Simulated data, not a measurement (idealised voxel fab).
Documented hereafter: the process module known as voxel released beams.
We display cut, a cross-section 270 nm in width whose square cells are each 5 nm.
When this document writes out a cross-section, it uses a grid of square cells and lists it as bands, beginning at the top and moving down, with a band standing for one or more rows of cells. For a band, the entry starts with two heights in nm, that of the top and then that of the bottom, and carries on with the band's materials in order from left to right, each alongside its width in nm; the word "all across" beside a single material means it fills the band edge to edge, and "empty" means empty space. Height datum 0, below which the as-received substrate wafer is one material. Lowest band open at the bottom, running downward: "0 down". A two-number width, for instance "30->40", indicates that the width is equal to the first number in the top row of the band and to the second number in the bottom row, and that it changes by a constant amount per row of cells. Where a step carries "stayed the same", the cross-section came out of it unchanged, cell for cell. Closed-off voids of 8+ cells (no open route to the top) go in "Completely enclosed voids", written width x height at distance from the left edge, in nm. On a step's line, text after the settings is the simulator commenting on that step. For masked steps, "overlay nm" on the step line gives how far right of plan the mask actually lay; a minus sign means it lay to the left.
INTENDED PROCESS STEPS
| 1 | op RECEIVE | material Si |
| 2 | op CONFORMAL_DEP | material Al2O3 | thk nm 10 |
| 3 | op DIRECTIONAL_DEP | material SiO2 | thk nm 15 |
| 4 | op MASKED_ETCH | tone open | mask id ANCHOR | width nm 30 | etch materials SiO2 | depth nm 15 | overlay nm 0 |
| 5 | op CONFORMAL_DEP | material polySi | thk nm 10 |
| 6 | op MASKED_ETCH | tone cover | mask id BEAM | width nm 115 | etch materials polySi | depth nm 10 | overlay nm 0 |
| 7 | op STRIP | etch materials SiO2 |
INCOMING WAFER, CROSS-SECTIONAL VIEW, POST STEP 1
* 0 down | Si all across
* Completely enclosed voids: none
FINAL WAFER PROFILE IN CROSS-SECTION AFTER THE MODULE, FROM THE SAME START AND PLAN AS ABOVE, WITH ONE MISTAKE MADE DURING PROCESSING
* 35 to 25 | empty 75 nm | polySi 20 nm | empty 10 nm | polySi 85 nm | empty 80 nm
* 25 to 20 | empty 85 nm | polySi 10 nm | empty 10 nm | polySi 10 nm | empty 155 nm
* 20 to 10 | empty 85 nm | polySi 30 nm | empty 155 nm
* 10 to 0 | Al2O3 all across
* 0 down | Si all across
* Completely enclosed voids: none
In executing the process, a mistake was made relative to the plan: planned and actual differ for step 4; actual: op MASKED_ETCH | tone open | mask id ANCHOR | width nm 30 | etch materials SiO2 | depth nm 15 | overlay nm 5
